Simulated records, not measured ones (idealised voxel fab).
process module | voxel capacitor over wiring
Shown is cross-section cut, with a width of 225 nm and square cells of size 5 nm.
A cross-section is a grid of square cells, given in bands from the top down. A band is one or more rows of cells.
Basically the band line says how high the top is and how high the bottom is, in nm, and then what's in it from left to right, every material with its width in nm. Empty space shows up as "empty", and if a single material carries "edge to edge" it runs the full band edge to edge.
Measure heights from 0. That's the level where, below it, the as-received wafer is all one material. The lowest band is bottomless and extends downward; write it as in "top 0, no bottom".
Read "30..40" as a graded width: first number on top, second number at the bottom, same change between each pair of neighbouring rows.
"no alterations made", as given for a step, is the statement that not any cell of the cross-section underwent a change during that step.
"Sealed voids": empty spaces of 8 cells or more with no open way to the top, each given as width x height at distance, distance from the left edge, all in nm.
What comes after the settings on a step's line is commentary from the simulator itself on that step.
What "overlay nm" on a step's line means: if the step has a mask, that mask lay this far to the right of its planned place, or, when the value is negative, to the left.
Intended process steps:
step 1: RECEIVE [material Si]
step 2: CONFORMAL_DEP [material SiO2] [thk nm 10]
step 3: DIRECTIONAL_DEP [material TiN] [thk nm 5]
step 4: DIRECTIONAL_DEP [material Ru] [thk nm 20]
step 5: PATTERN [tone cover] [mask id METAL_1] [material resist] [width nm 20] [pitch nm 80] [thk nm 15] [overlay nm 0]
step 6: DIRECTIONAL_ETCH [etch materials Ru] [depth nm 20]
step 7: DIRECTIONAL_ETCH [etch materials TiN] [depth nm 5]
step 8: STRIP [etch materials resist]
step 9: FILL_DEP [material lowk] [thk nm 10]
step 10: CMP [height nm 35]
step 11: CONFORMAL_DEP [material SiCN] [thk nm 5]
step 12: DIRECTIONAL_DEP [material lowk] [thk nm 20]
step 13: DIRECTIONAL_DEP [material aC] [thk nm 15]
step 14: PATTERN [tone open] [mask id PLUG_1] [material resist] [width nm 15] [thk nm 35] [overlay nm 0]
step 15: DIRECTIONAL_ETCH [etch materials aC] [depth nm 15]
step 16: STRIP [etch materials resist]
step 17: DIRECTIONAL_ETCH [etch materials lowk] [depth nm 20]
step 18: DIRECTIONAL_ETCH [etch materials SiCN] [depth nm 5]
step 19: STRIP [etch materials aC]
step 20: CONFORMAL_DEP [material TiN] [thk nm 5]
step 21: FILL_DEP [material W] [thk nm 10]
step 22: CMP [height nm 60]
step 23: DIRECTIONAL_DEP [material TiN] [thk nm 5]
step 24: DIRECTIONAL_DEP [material Al2O3] [thk nm 5]
step 25: DIRECTIONAL_DEP [material TiN] [thk nm 5]
step 26: MASKED_ETCH [tone cover] [mask id UPPER_PLATE] [width nm 65] [etch materials TiN] [depth nm 5] [overlay nm 0]
step 27: MASKED_ETCH [tone cover] [mask id UPPER_PLATE] [width nm 65] [etch materials Al2O3] [depth nm 5] [overlay nm 0]
step 28: DIRECTIONAL_DEP [material aC] [thk nm 15]
step 29: PATTERN [tone cover] [mask id LOWER_PLATE] [material resist] [width nm 75] [thk nm 30] [overlay nm 0]
step 30: DIRECTIONAL_ETCH [etch materials aC] [depth nm 15]
step 31: STRIP [etch materials resist]
step 32: DIRECTIONAL_ETCH [etch materials TiN] [depth nm 5]
step 33: STRIP [etch materials aC]
step 34: FILL_DEP [material SiO2] [thk nm 20]
step 35: CMP [height nm 90]
step 36: DIRECTIONAL_DEP [material aC] [thk nm 10]
step 37: PATTERN [tone open] [mask id PLUG_2] [material resist] [width nm 15] [thk nm 30] [overlay nm 0]
step 38: DIRECTIONAL_ETCH [etch materials aC] [depth nm 10]
step 39: STRIP [etch materials resist]
step 40: DIRECTIONAL_ETCH [etch materials SiO2] [depth nm 15]
step 41: STRIP [etch materials aC]
step 42: CONFORMAL_DEP [material TiN] [thk nm 5]
step 43: FILL_DEP [material Cu] [thk nm 5]
step 44: CMP [height nm 90]
step 45: CONFORMAL_DEP [material SiCN] [thk nm 5]
Cross-section of the incoming wafer, state after step 1:
- top 0, no bottom: Si edge to edge
- Sealed voids: none
What the wafer looks like in cross-section after this module, when it starts as shown above and follows the plan above but one mistake is made in running it:
- top 95, bottom 90: SiCN edge to edge
- top 90, bottom 80: 75 SiO2 / 5 TiN / 5 Cu / 5 TiN / 135 SiO2
- top 80, bottom 70: 75..65 SiO2 / 15..65 TiN / 135..95 SiO2
- top 70, bottom 65: 65 SiO2 / 65 Al2O3 / 95 SiO2
- top 65, bottom 60: 60 SiO2 / 75 TiN / 90 SiO2
- top 60, bottom 40: 65 lowk / 5 TiN / 5 W / 5 TiN / 145 lowk
- top 40, bottom 35: 65 SiCN / 15 TiN / 145 SiCN
- top 35, bottom 25: lowk edge to edge
- top 25, bottom 15: 60 lowk / 20 Ru / 60 lowk / 20 Ru / 65 lowk
- top 15, bottom 10: 60 lowk / 20 TiN / 60 lowk / 20 TiN / 65 lowk
- top 10, bottom 0: SiO2 edge to edge
- top 0, no bottom: Si edge to edge
- Sealed voids: none
Nonconformance to the process plan: step 4, actual vs plan mismatch, actual run DIRECTIONAL_DEP [material Ru] [thk nm 10]
